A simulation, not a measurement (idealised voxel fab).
Proc. module: voxel trench capacitor
Cross-section cut: width 270 nm, square cells of 5 nm.
In this document a cross-section is written as a grid of square cells. It is given as a series of bands, listed from the top down, and a band is one or more rows of cells. Heights first: top, then bottom, in nm. Then materials, left to right, each with a width in nm. "everywhere" on a single material: fills the band edge to edge. "blank": empty space. Height reference: 0 = level under which incoming wafer is all one material. Lowest band: no bottom, runs on downward, e.g. "from 0 down". Note: "30 to 40" means the width goes from the first number (top row of the band) to the second number (bottom row) in equal steps per row of cells. Take "everything unchanged" at face value: in the step it is given for, the cross-section changed in none of its cells. The list in "Fully enclosed voids" covers empty spaces of 8 cells or more that cannot reach the top through any open way, and it gives each as width x height at distance; the distance is from the left edge, and width, height and distance are in nm. Anything after a step's settings on that line? It's the simulator's own note about the step. A step's line can hold "overlay nm"; with a mask on that step, the setting says how far right of the planned place the mask lay, while a negative setting says it lay to the left.
[Listed below are the process steps as planned]
| 1 | RECEIVE [material Si] |
| 2 | CONFORMAL_DEP [material SiN] [thk nm 5] |
| 3 | DIRECTIONAL_DEP [material aC] [thk nm 15] |
| 4 | PATTERN [tone open] [mask id TRENCH] [material resist] [width nm 25] [pitch nm 45] [thk nm 35] [overlay nm 0] |
| 5 | DIRECTIONAL_ETCH [etch materials aC] [depth nm 15] |
| 6 | STRIP [etch materials resist] |
| 7 | DIRECTIONAL_ETCH [etch materials SiN] [depth nm 5] |
| 8 | DIRECTIONAL_ETCH [etch materials Si] [depth nm 25] |
| 9 | STRIP [etch materials aC] |
| 10 | CONFORMAL_DEP [material Al2O3] [thk nm 5] |
| 11 | FILL_DEP [material polySi] [thk nm 5] |
| 12 | CMP [height nm 5] |
[Received-state cross-section, reflecting completion of step 1]
- from 0 down  Si everywhere
- Fully enclosed voids: none
[Wafer cross-section at module end: first of two, run to plan]
- from 5 to 0  SiN=100 | Al2O3=5 | polySi=15 | Al2O3=5 | SiN=20 | Al2O3=5 | polySi=15 | Al2O3=5 | SiN=100
- from 0 to -20  Si=100 | Al2O3=5 | polySi=15 | Al2O3=5 | Si=20 | Al2O3=5 | polySi=15 | Al2O3=5 | Si=100
- from -20 to -25  Si=100 | Al2O3=25 | Si=20 | Al2O3=25 | Si=100
- from -25 down  Si everywhere
- Fully enclosed voids: none
[second wafer at the end: like start, like plan, one mistake]
- from 5 to 0  polySi=95 | Al2O3=5 | SiN=25 | Al2O3=5 | polySi=10 | Al2O3=5 | SiN=25 | Al2O3=5 | polySi=95
- from 0 to -20  polySi=95 | Al2O3=5 | Si=25 | Al2O3=5 | polySi=10 | Al2O3=5 | Si=25 | Al2O3=5 | polySi=95
- from -20 to -25  Al2O3=100 | Si=25 | Al2O3=20 | Si=25 | Al2O3=100
- from -25 down  Si everywhere
- Fully enclosed voids: none
What broke from the plan during processing? heads up, step 4 didn't go per plan, it actually ran as PATTERN [tone cover] [mask id TRENCH] [material resist] [width nm 25] [pitch nm 45] [thk nm 35] [overlay nm 0]
The second wafer ends with more or fewer cells of some materials than the first, per final count: Al2O3 +34; Si -170; SiN -34; polySi +170
